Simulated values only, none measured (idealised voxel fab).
process module | voxel fin reveal
cross-section cut | 170 nm wide | cells 5 nm
A cross-section is a grid of square cells, given in bands from the top down. A band is one or more rows of cells.
Each band's line starts with the height of the band's top and of its bottom, in nm. Then come its materials from left to right, each with its width in nm. One material with "throughout" fills the band from edge to edge. "air" is empty space.
Height 0 is the level under which the wafer as received is all one material. The lowest band goes on downwards, as in "0 down".
A width such as "30 to 40" changes by the same amount from each row of cells to the next, from the band's top row to its bottom row.
"no change" after a step means that no cell of the cross-section changed.
closed voids: empty space of 8 cells or more with no open way to the top, each as width x height at its distance from the left edge, in nm
after a step's settings: what the simulator itself notes on the step
overlay nm, on a step with a mask: how far to the right of its planned place the mask lay; to the left if negative
plan
1 op RECEIVE | material Si
2 op CONFORMAL_DEP | material SiN | thk nm 5
3 op PATTERN | tone cover | mask id FINS | material resist | width nm 15 | pitch nm 35 | thk nm 15 | overlay nm 0
4 op DIRECTIONAL_ETCH | etch materials SiN | depth nm 5
5 op DIRECTIONAL_ETCH | etch materials Si | depth nm 40
6 op STRIP | etch materials resist
7 op OXIDIZE | depth nm 5
8 op FILL_DEP | material SiO2 | thk nm 5
9 op CMP | height nm 5
10 op SELECTIVE_ETCH | etch materials SiO2 | depth nm 30
11 op STRIP | etch materials SiN
12 op CONFORMAL_DEP | material HfO2 | thk nm 5
first wafer, as planned
as received, after step 1
  0 down: Si throughout
  closed voids: none
after step 2
  5 to 0: SiN throughout
  below 0: unchanged
after step 3
  20 to 5: air 40 | resist 15 | air 20 | resist 15 | air 20 | resist 15 | air 45
  below 5: unchanged
after step 4
  20 to 5: air 40 | resist 15 | air 20 | resist 15 | air 20 | resist 15 | air 45
  5 to 0: air 40 | SiN 15 | air 20 | SiN 15 | air 20 | SiN 15 | air 45
  below 0: unchanged
after step 5
  20 to 5: air 40 | resist 15 | air 20 | resist 15 | air 20 | resist 15 | air 45
  5 to 0: air 40 | SiN 15 | air 20 | SiN 15 | air 20 | SiN 15 | air 45
  0 to -40: air 40 | Si 15 | air 20 | Si 15 | air 20 | Si 15 | air 45
  below -40: unchanged
after step 6
  5 to 0: air 40 | SiN 15 | air 20 | SiN 15 | air 20 | SiN 15 | air 45
  below 0: unchanged
after step 7
  5 to 0: air 40 | SiN 15 | air 20 | SiN 15 | air 20 | SiN 15 | air 45
  0 to -40: air 40 | SiO2 5 | Si 5 | SiO2 5 | air 20 | SiO2 5 | Si 5 | SiO2 5 | air 20 | SiO2 5 | Si 5 | SiO2 5 | air 45
  -40 to -45: SiO2 45 | Si 5 | SiO2 30 | Si 5 | SiO2 30 | Si 5 | SiO2 50
  below -45: unchanged
after step 8
  10 to 5: SiO2 throughout
  5 to 0: SiO2 40 | SiN 15 | SiO2 20 | SiN 15 | SiO2 20 | SiN 15 | SiO2 45
  0 to -45: SiO2 45 | Si 5 | SiO2 30 | Si 5 | SiO2 30 | Si 5 | SiO2 50
  below -45: unchanged
after step 9
  5 to 0: SiO2 40 | SiN 15 | SiO2 20 | SiN 15 | SiO2 20 | SiN 15 | SiO2 45
  below 0: unchanged
after step 10
  5 to 0: air 40 | SiN 15 | air 20 | SiN 15 | air 20 | SiN 15 | air 45
  0 to -25: air 45 | Si 5 | air 30 | Si 5 | air 30 | Si 5 | air 50
  below -25: unchanged
after step 11
  0 to -25: air 45 | Si 5 | air 30 | Si 5 | air 30 | Si 5 | air 50
  below -25: unchanged
after step 12
  5 to 0: air 40 | HfO2 15 | air 20 | HfO2 15 | air 20 | HfO2 15 | air 45
  0 to -20: air 40 | HfO2 5 | Si 5 | HfO2 5 | air 20 | HfO2 5 | Si 5 | HfO2 5 | air 20 | HfO2 5 | Si 5 | HfO2 5 | air 45
  -20 to -25: HfO2 45 | Si 5 | HfO2 30 | Si 5 | HfO2 30 | Si 5 | HfO2 50
  below -25: unchanged
second wafer: like start, like plan, one mistake. Through step 10 it matches the first wafer
when step 11 should have ended
  5 to 0: air 40 | SiN 15 | air 20 | SiN 15 | air 20 | SiN 15 | air 45
  0 to -45: air 45 | Si 5 | air 30 | Si 5 | air 30 | Si 5 | air 50
  below -45: unchanged
when step 12 should have ended
  10 to 5: air 35 | HfO2 25 | air 10 | HfO2 25 | air 10 | HfO2 25 | air 40
  5 to 0: air 35 | HfO2 5 | SiN 15 | HfO2 5 | air 10 | HfO2 5 | SiN 15 | HfO2 5 | air 10 | HfO2 5 | SiN 15 | HfO2 5 | air 40
  0 to -5: air 35 | HfO2 10 | Si 5 | HfO2 10 | air 10 | HfO2 10 | Si 5 | HfO2 10 | air 10 | HfO2 10 | Si 5 | HfO2 10 | air 40
  -5 to -40: air 40 | HfO2 5 | Si 5 | HfO2 5 | air 20 | HfO2 5 | Si 5 | HfO2 5 | air 20 | HfO2 5 | Si 5 | HfO2 5 | air 45
  -40 to -45: HfO2 45 | Si 5 | HfO2 30 | Si 5 | HfO2 30 | Si 5 | HfO2 50
  below -45: unchanged
what went wrong: step 11 ran as: op STRIP | etch materials SiO2
at the end the second wafer has, in cells: 42 more of HfO2 | 9 more of SiN | 124 fewer of SiO2
